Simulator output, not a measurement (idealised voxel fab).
Module name: voxel fin reveal (process module)
Section shown: cut. Width: 145 nm. Cell size: 5 nm, square.
A cross-section is a grid of square cells, given in bands from the top down. A band is one or more rows of cells. Heads up on the band format: heights come first, top then bottom, in nm. After that it's the materials left to right, each with its width in nm. A single material flagged "throughout" fills the whole band edge to edge, and "air" means there's empty space there. Zero point of the height axis is 0; under it, received wafer = one material. Lowest band: continues down indefinitely, "0 -> down". A two-number width, for instance "30 to 40", indicates that the width is equal to the first number in the top row of the band and to the second number in the bottom row, and that it changes by a constant amount per row of cells. A step reported as "nothing got changed" is a step in which no cell of the cross-section changed. Voids not open to the top, 8 cells minimum: see "Voids, enclosed". Written width x height at distance; distance is from the left edge; nm. On each step's line, the part that comes after the settings is the simulator's own comment on the step. A step's line can hold "overlay nm"; with a mask on that step, the setting says how far right of the planned place the mask lay, while a negative setting says it lay to the left.
### Steps planned for the process
1. RECEIVE, material Si
2. CONFORMAL_DEP, material SiN, thk nm 10
3. PATTERN, tone cover, mask id FINS, material resist, width nm 15, pitch nm 40, thk nm 20, overlay nm -15
4. DIRECTIONAL_ETCH, etch materials SiN, depth nm 10
5. DIRECTIONAL_ETCH, etch materials Si, depth nm 35
6. STRIP, etch materials resist
7. FILL_DEP, material SiO2, thk nm 5
8. CMP, height nm 10
9. SELECTIVE_ETCH, etch materials SiO2, depth nm 20
10. STRIP, etch materials SiN
11. CONFORMAL_DEP, material HfO2, thk nm 5
The wafers in this document start out alike and differ in the overlay nm applied at step 3; the plan shows the value used for the first wafer.
### Cross-section of the first of several wafers on receipt, reflecting completion of step 1
0 -> down  Si throughout
Voids, enclosed: none
### At the end of the module, after its last step, step 11, the first of several wafers appears in cross-section as follows
5 -> 0  25 nm air / 25 nm HfO2 / 15 nm air / 25 nm HfO2 / 55 nm air
0 -> -5  25 nm air / 5 nm HfO2 / 15 nm Si / 5 nm HfO2 / 15 nm air / 5 nm HfO2 / 15 nm Si / 5 nm HfO2 / 55 nm air
-5 -> -10  30 nm HfO2 / 15 nm Si / 25 nm HfO2 / 15 nm Si / 60 nm HfO2
-10 -> -35  30 nm SiO2 / 15 nm Si / 25 nm SiO2 / 15 nm Si / 60 nm SiO2
-35 -> down  Si throughout
Voids, enclosed: none
### Cross-section, last wafer, module completion
5 -> 0  55 nm air / 25 nm HfO2 / 15 nm air / 25 nm HfO2 / 25 nm air
0 -> -5  55 nm air / 5 nm HfO2 / 15 nm Si / 5 nm HfO2 / 15 nm air / 5 nm HfO2 / 15 nm Si / 5 nm HfO2 / 25 nm air
-5 -> -10  60 nm HfO2 / 15 nm Si / 25 nm HfO2 / 15 nm Si / 30 nm HfO2
-10 -> -35  60 nm SiO2 / 15 nm Si / 25 nm SiO2 / 15 nm Si / 30 nm SiO2
-35 -> down  Si throughout
Voids, enclosed: none
### Below: a row per wafer. Contents at end of module: for every material, cells gained since receipt (+) or lost since receipt (-); then closed voids
overlay nm -15, +37 HfO2, -161 Si, +115 SiO2, Voids, enclosed: none
overlay nm -10, +37 HfO2, -161 Si, +115 SiO2, Voids, enclosed: none
overlay nm -5, +37 HfO2, -161 Si, +115 SiO2, Voids, enclosed: none
overlay nm 0, +37 HfO2, -161 Si, +115 SiO2, Voids, enclosed: none
overlay nm 5, +37 HfO2, -161 Si, +115 SiO2, Voids, enclosed: none
overlay nm 10, +37 HfO2, -161 Si, +115 SiO2, Voids, enclosed: none
overlay nm 15, +37 HfO2, -161 Si, +115 SiO2, Voids, enclosed: none
